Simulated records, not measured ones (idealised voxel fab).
Name of the process module below: voxel wiring stack
Xsec cut, 205 nm wide, square cell size 5 nm.
Bands, listed from the top down, are how a cross-section gets written in this document; the cross-section itself is a grid of square cells, and a band is one or more rows of them.
Band: top height; bottom height; in nm. Then, left to right: material with width in nm, for each material. "full width": a single material spanning edge to edge. "air": empty space.
Ref level 0: as-received wafer is one material below here. Bottom band extends down with no lower bound ("0 and below").
The width entry "30->40" should be interpreted row by row: the top row of cells in the band takes the first number, the bottom row takes the second number, and the change between adjacent rows is uniform throughout.
"no alteration", as given for a step, is the statement that not any cell of the cross-section underwent a change during that step.
Basically, "Internal closed voids" tells you about the enclosed voids: empty spaces with no open way to the top, 8 cells or bigger, each written width x height at distance, where distance is from the left edge, all in nm.
Whatever follows a step's settings on its line is a remark the simulator itself makes about that step.
Steps that use a mask can have "overlay nm" on their line. It says how far the mask sat to the right of where it was meant to be. Negative means to the left.

The steps planned for the process are as follows:
step 1: RECEIVE (material Si)
step 2: CONFORMAL_DEP (material SiO2; thk nm 15)
step 3: DIRECTIONAL_DEP (material TiN; thk nm 5)
step 4: DIRECTIONAL_DEP (material W; thk nm 25)
step 5: PATTERN (tone cover; mask id METAL_1; material resist; width nm 30; pitch nm 55; thk nm 15; overlay nm 0)
step 6: DIRECTIONAL_ETCH (etch materials W; depth nm 25)
step 7: DIRECTIONAL_ETCH (etch materials TiN; depth nm 5)
step 8: STRIP (etch materials resist)
step 9: FILL_DEP (material lowk; thk nm 5)
step 10: CMP (height nm 45)
step 11: CONFORMAL_DEP (material SiCN; thk nm 5)
step 12: DIRECTIONAL_DEP (material SiO2; thk nm 20)
step 13: DIRECTIONAL_DEP (material aC; thk nm 10)
step 14: PATTERN (tone open; mask id PLUG_1; material resist; width nm 15; pitch nm 110; thk nm 30; overlay nm 0)
step 15: DIRECTIONAL_ETCH (etch materials aC; depth nm 10)
step 16: STRIP (etch materials resist)
step 17: DIRECTIONAL_ETCH (etch materials SiO2; depth nm 20)
step 18: DIRECTIONAL_ETCH (etch materials SiCN; depth nm 5)
step 19: STRIP (etch materials aC)
step 20: CONFORMAL_DEP (material TiN; thk nm 5)
step 21: FILL_DEP (material W; thk nm 5)
step 22: CMP (height nm 70)
step 23: DIRECTIONAL_DEP (material TiN; thk nm 5)
step 24: DIRECTIONAL_DEP (material W; thk nm 15)
step 25: PATTERN (tone cover; mask id METAL_2; material resist; width nm 30; pitch nm 55; thk nm 20; overlay nm 0)
step 26: DIRECTIONAL_ETCH (etch materials W; depth nm 15)
step 27: DIRECTIONAL_ETCH (etch materials TiN; depth nm 5)
step 28: STRIP (etch materials resist)
step 29: FILL_DEP (material SiO2; thk nm 10)
step 30: CMP (height nm 90)
step 31: CONFORMAL_DEP (material SiCN; thk nm 5)
step 32: DIRECTIONAL_DEP (material lowk; thk nm 30)
step 33: PATTERN (tone open; mask id METAL_3_HOLES; material resist; width nm 15; pitch nm 55; thk nm 20; overlay nm 0)
step 34: DIRECTIONAL_ETCH (etch materials lowk; depth nm 30)
step 35: STRIP (etch materials resist)
step 36: MASKED_ETCH (tone open; mask id METAL_3; width nm 30; pitch nm 55; etch materials lowk; depth nm 15; overlay nm 0)
step 37: MASKED_ETCH (tone open; mask id METAL_3; width nm 30; pitch nm 55; etch materials SiCN; depth nm 5; overlay nm 0)
step 38: CONFORMAL_DEP (material TiN; thk nm 5)
step 39: FILL_DEP (material Ru; thk nm 10)
step 40: CMP (height nm 125)
step 41: CONFORMAL_DEP (material SiN; thk nm 5)

Incoming wafer in cross-section (state: after step 1):
	0 and below = Si full width
	Internal closed voids: none

First of two wafers at the end of the module, shown in cross-section; run carried out as planned:
	130 down to 125 = SiN full width
	125 down to 115 = 30 lowk | 5 TiN | 20 Ru | 5 TiN | 25 lowk | 5 TiN | 20 Ru | 5 TiN | 25 lowk | 5 TiN | 20 Ru | 5 TiN | 35 lowk
	115 down to 110 = 30 lowk | 5 TiN | 5 Ru | 20 TiN | 25 lowk | 5 TiN | 5 Ru | 20 TiN | 25 lowk | 5 TiN | 5 Ru | 20 TiN | 35 lowk
	110 down to 95 = 30 lowk | 5 TiN | 5 Ru | 5 TiN | 40 lowk | 5 TiN | 5 Ru | 5 TiN | 40 lowk | 5 TiN | 5 Ru | 5 TiN | 50 lowk
	95 down to 90 = 30 SiCN | 15 TiN | 40 SiCN | 15 TiN | 40 SiCN | 15 TiN | 50 SiCN
	90 down to 75 = 30 SiO2 | 30 W | 25 SiO2 | 30 W | 25 SiO2 | 30 W | 35 SiO2
	75 down to 70 = 30 SiO2 | 30 TiN | 25 SiO2 | 30 TiN | 25 SiO2 | 30 TiN | 35 SiO2
	70 down to 50 = 30 SiO2 | 5 TiN | 5 W | 5 TiN | 95 SiO2 | 5 TiN | 5 W | 5 TiN | 50 SiO2
	50 down to 45 = 30 SiCN | 15 TiN | 95 SiCN | 15 TiN | 50 SiCN
	45 down to 20 = 30 lowk | 30 W | 25 lowk | 30 W | 25 lowk | 30 W | 35 lowk
	20 down to 15 = 30 lowk | 30 TiN | 25 lowk | 30 TiN | 25 lowk | 30 TiN | 35 lowk
	15 down to 0 = SiO2 full width
	0 and below = Si full width
	Internal closed voids: none

Wafer two, end of module, cross-section. Same start, same plan as wafer one. One mistake in the run:
	130 down to 125 = SiN full width
	125 down to 95 = 30 lowk | 5 TiN | 20 Ru | 5 TiN | 25 lowk | 5 TiN | 20 Ru | 5 TiN | 25 lowk | 5 TiN | 20 Ru | 5 TiN | 35 lowk
	95 down to 90 = 30 SiCN | 30 TiN | 25 SiCN | 30 TiN | 25 SiCN | 30 TiN | 35 SiCN
	90 down to 75 = 30 SiO2 | 30 W | 25 SiO2 | 30 W | 25 SiO2 | 30 W | 35 SiO2
	75 down to 70 = 30 SiO2 | 30 TiN | 25 SiO2 | 30 TiN | 25 SiO2 | 30 TiN | 35 SiO2
	70 down to 50 = 30 SiO2 | 5 TiN | 5 W | 5 TiN | 95 SiO2 | 5 TiN | 5 W | 5 TiN | 50 SiO2
	50 down to 45 = 30 SiCN | 15 TiN | 95 SiCN | 15 TiN | 50 SiCN
	45 down to 20 = 30 lowk | 30 W | 25 lowk | 30 W | 25 lowk | 30 W | 35 lowk
	20 down to 15 = 30 lowk | 30 TiN | 25 lowk | 30 TiN | 25 lowk | 30 TiN | 35 lowk
	15 down to 0 = SiO2 full width
	0 and below = Si full width
	Internal closed voids: none
Short version of what went wrong: plan step 36 was twice executed
End check, counted in cells, second wafer has more or fewer of these materials than the first: 36 more of Ru, 9 fewer of SiCN, 27 fewer of lowk
